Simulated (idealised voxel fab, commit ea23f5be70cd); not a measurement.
A process module follows: voxel self aligned vias.
It is cross-section cut that appears here, measuring 245 nm in width, its square cells being 5 nm in size.
Cross-section = grid of square cells, listed top down in bands; band = one or more rows. Top, bottom (nm), then materials left to right with widths (nm); lone material tagged "throughout" fills the whole band edge to edge; "blank" = empty space. For the purposes of this specification, 0 denotes the height below which the wafer in its as-received condition is composed wholly of one material, and the lowermost band, lacking a lower limit, extends downward without end, as expressed in "top 0, no bottom". Graded width ("30 to 40"): value in top row of band = first number; value in bottom row = second number; row-to-row change constant. Basically "no change occurred" means that step didn't change any cell in the cross-section. Sealed void inventory: empty space of 8 cells or more with no open way to the top, each as width x height at its distance from the left edge, in nm. Where a step's line continues beyond its settings, the continuation is a remark by the simulator itself on that step. Each step line may optionally specify "overlay nm", which for a step with a mask gives the rightward distance between the mask's planned place and where it lay, a negative value indicating the leftward direction.
-- So here's the lineup of process steps we planned
1) RECEIVE, material Si
2) CONFORMAL_DEP, material SiO2, thk nm 10
3) CONFORMAL_DEP, material SiCN, thk nm 5
4) DIRECTIONAL_DEP, material SiO2, thk nm 20
5) DIRECTIONAL_DEP, material aC, thk nm 10
6) PATTERN, tone open, mask id LINES, material resist, width nm 30, pitch nm 60, thk nm 30, overlay nm 0
7) DIRECTIONAL_ETCH, etch materials aC, depth nm 10
8) STRIP, etch materials resist
9) DIRECTIONAL_ETCH, etch materials SiO2, depth nm 20
10) STRIP, etch materials aC
11) CONFORMAL_DEP, material TiN, thk nm 5
12) FILL_DEP, material W, thk nm 10
13) CMP, height nm 35
14) SELECTIVE_ETCH, etch materials W Ru TiN, depth nm 10
15) FILL_DEP, material SiN, thk nm 10
16) CMP, height nm 35
17) DIRECTIONAL_DEP, material SiO2, thk nm 15
18) MASKED_ETCH, tone open, mask id VIAS, width nm 40, etch materials SiO2, depth nm 15, overlay nm 0
19) MASKED_ETCH, tone open, mask id VIAS, width nm 40, etch materials SiN, depth nm 10, overlay nm 0
20) CONFORMAL_DEP, material TiN, thk nm 5
21) FILL_DEP, material W, thk nm 5
22) CMP, height nm 50
23) CONFORMAL_DEP, material SiN, thk nm 5
-- Incoming wafer, cross-sectional view, post step 1
    top 0, no bottom = Si throughout
    Sealed void inventory: none
-- Figure: cross-sectional view of the wafer upon completion of the module, processed from the initial state and according to the plan depicted above, with one error introduced during execution
    top 55, bottom 50 = SiN throughout
    top 50, bottom 35 = Ru throughout
    top 35, bottom 25 = 75 of SiO2 | 30 of SiN | 30 of SiO2 | 30 of SiN | 80 of SiO2
    top 25, bottom 20 = 75 of SiO2 | 5 of TiN | 20 of W | 5 of TiN | 30 of SiO2 | 5 of TiN | 20 of W | 5 of TiN | 80 of SiO2
    top 20, bottom 15 = 75 of SiO2 | 30 of TiN | 30 of SiO2 | 30 of TiN | 80 of SiO2
    top 15, bottom 10 = SiCN throughout
    top 10, bottom 0 = SiO2 throughout
    top 0, no bottom = Si throughout
    Sealed void inventory: none
Heads up, the wafer didn't run the way we planned it: planned and actual differ for step 17; actual: DIRECTIONAL_DEP, material Ru, thk nm 15
